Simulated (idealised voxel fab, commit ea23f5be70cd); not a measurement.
process module | voxel transistor to metal
cross-section cut | 265 nm wide | cells 5 nm
A cross-section is a grid of square cells, given in bands from the top down. A band is one or more rows of cells.
Each band's line starts with the height of the band's top and of its bottom, in nm. Then come its materials from left to right, each with its width in nm. One material with "throughout" fills the band from edge to edge. "air" is empty space.
Height 0 is the level under which the wafer as received is all one material. The lowest band goes on downwards, as in "0 down".
A width such as "30 to 40" changes by the same amount from each row of cells to the next, from the band's top row to its bottom row.
"no change" after a step means that no cell of the cross-section changed.
closed voids: empty space of 8 cells or more with no open way to the top, each as width x height at its distance from the left edge, in nm
after a step's settings: what the simulator itself notes on the step
overlay nm, on a step with a mask: how far to the right of its planned place the mask lay; to the left if negative
plan
1 op RECEIVE | material Si
2 op OXIDIZE | depth nm 5
3 op CONFORMAL_DEP | material SiN | thk nm 15
4 op PATTERN | tone cover | mask id ACTIVE | material resist | width nm 105 | pitch nm 130 | thk nm 20 | overlay nm 0
5 op DIRECTIONAL_ETCH | etch materials SiN | depth nm 15
6 op DIRECTIONAL_ETCH | etch materials SiO2 | depth nm 5
7 op DIRECTIONAL_ETCH | etch materials Si | depth nm 25
8 op STRIP | etch materials resist
9 op OXIDIZE | depth nm 5
10 op FILL_DEP | material SiO2 | thk nm 15
11 op CMP | height nm 15
12 op SELECTIVE_ETCH | etch materials SiO2 | depth nm 10
13 op STRIP | etch materials SiN
14 op SELECTIVE_ETCH | etch materials SiO2 | depth nm 5
15 op OXIDIZE | depth nm 5
16 op DIRECTIONAL_DEP | material polySi | thk nm 25
17 op DIRECTIONAL_DEP | material SiCN | thk nm 10
18 op MASKED_ETCH | tone cover | mask id GATE | width nm 25 | pitch nm 130 | etch materials SiCN | depth nm 20 | overlay nm 0
19 op MASKED_ETCH | tone cover | mask id GATE | width nm 25 | pitch nm 130 | etch materials polySi | depth nm 35 | overlay nm 0
20 op CONFORMAL_DEP | material SiN | thk nm 5
21 op DIRECTIONAL_ETCH | etch materials SiN | depth nm 5
22 op DIRECTIONAL_ETCH | etch materials SiO2 | depth nm 5
23 op EPI | material nSi | thk nm 5
24 op FILL_DEP | material SiO2 | thk nm 5
25 op CMP | height nm 30
26 op DIRECTIONAL_DEP | material SiO2 | thk nm 10
27 op MASKED_ETCH | tone open | mask id CONTACT | width nm 15 | etch materials SiO2 | depth nm 45 | overlay nm 0
28 op CONFORMAL_DEP | material TiN | thk nm 5
29 op FILL_DEP | material Ru | thk nm 10
30 op CMP | height nm 40
31 op CONFORMAL_DEP | material SiN | thk nm 5
32 op DIRECTIONAL_DEP | material SiO2 | thk nm 25
33 op MASKED_ETCH | tone open | mask id METAL_1 | width nm 15 | etch materials SiO2 | depth nm 25 | overlay nm 0
34 op MASKED_ETCH | tone open | mask id METAL_1 | width nm 15 | etch materials SiN | depth nm 5 | overlay nm 0
35 op CONFORMAL_DEP | material TiN | thk nm 5
36 op FILL_DEP | material Ru | thk nm 10
37 op CMP | height nm 70
38 op EPI | material Ru | thk nm 5
39 op FILL_DEP | material SiCN | thk nm 5
as received, after step 1
  0 down: Si throughout
  closed voids: none
a wafer at the end: this start, this plan, one mistake
  80 to 75: SiCN throughout
  75 to 70: SiCN 20 | Ru 25 | SiCN 45 | Ru 25 | SiCN 35 | Ru 25 | SiCN 45 | Ru 25 | SiCN 20
  70 to 45: SiO2 25 | TiN 5 | Ru 5 | TiN 5 | SiO2 55 | TiN 5 | Ru 5 | TiN 5 | SiO2 45 | TiN 5 | Ru 5 | TiN 5 | SiO2 55 | TiN 5 | Ru 5 | TiN 5 | SiO2 25
  45 to 40: SiN 25 | TiN 15 | SiN 55 | TiN 15 | SiN 45 | TiN 15 | SiN 55 | TiN 15 | SiN 25
  40 to 30: SiO2 30 | TiN 5 | Ru 5 | TiN 5 | SiO2 55 | TiN 5 | Ru 5 | TiN 5 | SiO2 45 | TiN 5 | Ru 5 | TiN 5 | SiO2 55 | TiN 5 | Ru 5 | TiN 5 | SiO2 20
  30 to 20: SiO2 30 | TiN 5 | Ru 5 | TiN 5 | SiO2 5 | SiN 5 | SiCN 25 | SiN 5 | SiO2 15 | TiN 5 | Ru 5 | TiN 5 | SiO2 45 | TiN 5 | Ru 5 | TiN 5 | SiO2 5 | SiN 5 | SiCN 25 | SiN 5 | SiO2 15 | TiN 5 | Ru 5 | TiN 5 | SiO2 20
  20 to 0: SiO2 30 | TiN 5 | Ru 5 | TiN 5 | SiO2 5 | SiN 5 | polySi 25 | SiN 5 | SiO2 15 | TiN 5 | Ru 5 | TiN 5 | SiO2 45 | TiN 5 | Ru 5 | TiN 5 | SiO2 5 | SiN 5 | polySi 25 | SiN 5 | SiO2 15 | TiN 5 | Ru 5 | TiN 5 | SiO2 20
  0 to -5: SiO2 10 | SiN 5 | SiO2 15 | TiN 15 | SiO2 5 | SiN 5 | polySi 25 | SiN 5 | SiO2 15 | TiN 15 | SiO2 5 | SiN 5 | SiO2 15 | SiN 5 | SiO2 15 | TiN 15 | SiO2 5 | SiN 5 | polySi 25 | SiN 5 | SiO2 15 | TiN 15 | SiO2 5 | SiN 5 | SiO2 10
  -5 to -10: SiO2 15 | nSi 35 | SiO2 35 | nSi 35 | SiO2 25 | nSi 35 | SiO2 35 | nSi 35 | SiO2 15
  -10 to -35: SiO2 20 | Si 95 | SiO2 35 | Si 95 | SiO2 20
  -35 down: Si throughout
  closed voids: none
what went wrong: step 27 ran as: op MASKED_ETCH | tone open | mask id CONTACT | width nm 15 | etch materials SiO2 | depth nm 45 | overlay nm 5
